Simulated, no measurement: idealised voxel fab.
A process module follows: voxel plated lines.
Square cells of 5 nm make up the cross-section cut, whose width is 225 nm.
Cross-section, as written here: a square-cell grid given band by band from the top down, where a band holds one or more rows of cells.
Per band: top height and bottom height in nm, followed by the left-to-right materials and their widths in nm; "full width" marks a single material spanning edge to edge, "blank" marks empty space.
Heights are reckoned from 0. Under this level, the received wafer is all of one material. The bottommost band is open-ended downward, for example "0 down".
A width given as "30 to 40" starts at the first number in the band's top row and ends at the second number in its bottom row, shifting by an equal amount at every step from row to row.
Key: "no alterations made" - step with no changed cell in the cross-section.
This entry, "Enclosed voids", enumerates those empty regions of no fewer than 8 cells that possess no open connection to the top. Each region is reported in the form width x height at distance, the distance being taken from the left edge, with all three quantities expressed in nm.
Anything after a step's settings on that line? It's the simulator's own note about the step.
Each step line may optionally specify "overlay nm", which for a step with a mask gives the rightward distance between the mask's planned place and where it lay, a negative value indicating the leftward direction.
### Process steps (planned)
- 1: RECEIVE, material Si
- 2: CONFORMAL_DEP, material SiO2, thk nm 5
- 3: DIRECTIONAL_DEP, material TiN, thk nm 5
- 4: PATTERN, tone open, mask id LINES, material resist, width nm 30, pitch nm 45, thk nm 30, overlay nm 0
- 5: EPI, material Ru, thk nm 10
- 6: EPI, material Ru, thk nm 10
- 7: STRIP, etch materials resist
- 8: DIRECTIONAL_ETCH, etch materials TiN, depth nm 5
- 9: CONFORMAL_DEP, material SiN, thk nm 10
### First of the two wafers, run per plan
### Shown in cross-section is the wafer as received, that is, as it stands after step 1
0 down | Si full width
Enclosed voids: none
### How the wafer stands in section after step 2
5 to 0 | SiO2 full width
Below 0, the layers are the same as they were.
### How the wafer stands in section after step 3
10 to 5 | TiN full width
Below 5, the layers are the same as they were.
### How the wafer stands in section after step 4
40 to 10 | resist 50, then blank 30, then resist 15, then blank 30, then resist 15, then blank 30, then resist 55
Below 10, the layers are the same as they were.
### How the wafer stands in section after step 5
40 to 20 | resist 50, then blank 30, then resist 15, then blank 30, then resist 15, then blank 30, then resist 55
20 to 10 | resist 50, then Ru 30, then resist 15, then Ru 30, then resist 15, then Ru 30, then resist 55
Below 10, the layers are the same as they were.
### How the wafer stands in section after step 6
40 to 30 | resist 50, then blank 30, then resist 15, then blank 30, then resist 15, then blank 30, then resist 55
30 to 10 | resist 50, then Ru 30, then resist 15, then Ru 30, then resist 15, then Ru 30, then resist 55
Below 10, the layers are the same as they were.
### How the wafer stands in section after step 7
30 to 10 | blank 50, then Ru 30, then blank 15, then Ru 30, then blank 15, then Ru 30, then blank 55
Below 10, the layers are the same as they were.
### How the wafer stands in section after step 8
30 to 10 | blank 50, then Ru 30, then blank 15, then Ru 30, then blank 15, then Ru 30, then blank 55
10 to 5 | blank 50, then TiN 30, then blank 15, then TiN 30, then blank 15, then TiN 30, then blank 55
Below 5, the layers are the same as they were.
### How the wafer stands in section after step 9
40 to 30 | blank 40, then SiN 140, then blank 45
30 to 15 | blank 40, then SiN 10, then Ru 30, then SiN 15, then Ru 30, then SiN 15, then Ru 30, then SiN 10, then blank 45
15 to 10 | SiN 50, then Ru 30, then SiN 15, then Ru 30, then SiN 15, then Ru 30, then SiN 55
10 to 5 | SiN 50, then TiN 30, then SiN 15, then TiN 30, then SiN 15, then TiN 30, then SiN 55
Below 5, the layers are the same as they were.
### The second wafer was prepared from the same starting point and under the same plan as the first; its processing contained one mistake, and it remains indistinguishable from the first wafer up to and including step 3
### Cross-section of the second wafer at the time by which step 4 should have been completed according to the plan
40 to 10 | blank 50, then resist 30, then blank 15, then resist 30, then blank 15, then resist 30, then blank 55
Below 10, the layers are the same as they were.
### Cross-section of the second wafer at the time by which step 5 should have been completed according to the plan
40 to 20 | blank 50, then resist 30, then blank 15, then resist 30, then blank 15, then resist 30, then blank 55
20 to 10 | Ru 50, then resist 30, then Ru 15, then resist 30, then Ru 15, then resist 30, then Ru 55
Below 10, the layers are the same as they were.
### Cross-section of the second wafer at the time by which step 6 should have been completed according to the plan
40 to 30 | blank 50, then resist 30, then blank 15, then resist 30, then blank 15, then resist 30, then blank 55
30 to 10 | Ru 50, then resist 30, then Ru 15, then resist 30, then Ru 15, then resist 30, then Ru 55
Below 10, the layers are the same as they were.
### Cross-section of the second wafer at the time by which step 7 should have been completed according to the plan
30 to 10 | Ru 50, then blank 30, then Ru 15, then blank 30, then Ru 15, then blank 30, then Ru 55
Below 10, the layers are the same as they were.
### Cross-section of the second wafer at the time by which step 8 should have been completed according to the plan
30 to 10 | Ru 50, then blank 30, then Ru 15, then blank 30, then Ru 15, then blank 30, then Ru 55
10 to 5 | TiN 50, then blank 30, then TiN 15, then blank 30, then TiN 15, then blank 30, then TiN 55
Below 5, the layers are the same as they were.
### Cross-section of the second wafer at the time by which step 9 should have been completed according to the plan
40 to 30 | SiN 60, then blank 10, then SiN 35, then blank 10, then SiN 35, then blank 10, then SiN 65
30 to 15 | Ru 50, then SiN 10, then blank 10, then SiN 10, then Ru 15, then SiN 10, then blank 10, then SiN 10, then Ru 15, then SiN 10, then blank 10, then SiN 10, then Ru 55
15 to 10 | Ru 50, then SiN 30, then Ru 15, then SiN 30, then Ru 15, then SiN 30, then Ru 55
10 to 5 | TiN 50, then SiN 30, then TiN 15, then SiN 30, then TiN 15, then SiN 30, then TiN 55
Below 5, the layers are the same as they were.
The plan and the run diverged here: so step 4 ended up running with a different setting than we planned, it ran as PATTERN, tone cover, mask id LINES, material resist, width nm 30, pitch nm 45, thk nm 30, overlay nm 0
The final cell counts differ between the wafers, with the second having more or fewer of some materials than the first: 36 more of Ru, 10 more of SiN, 9 more of TiN
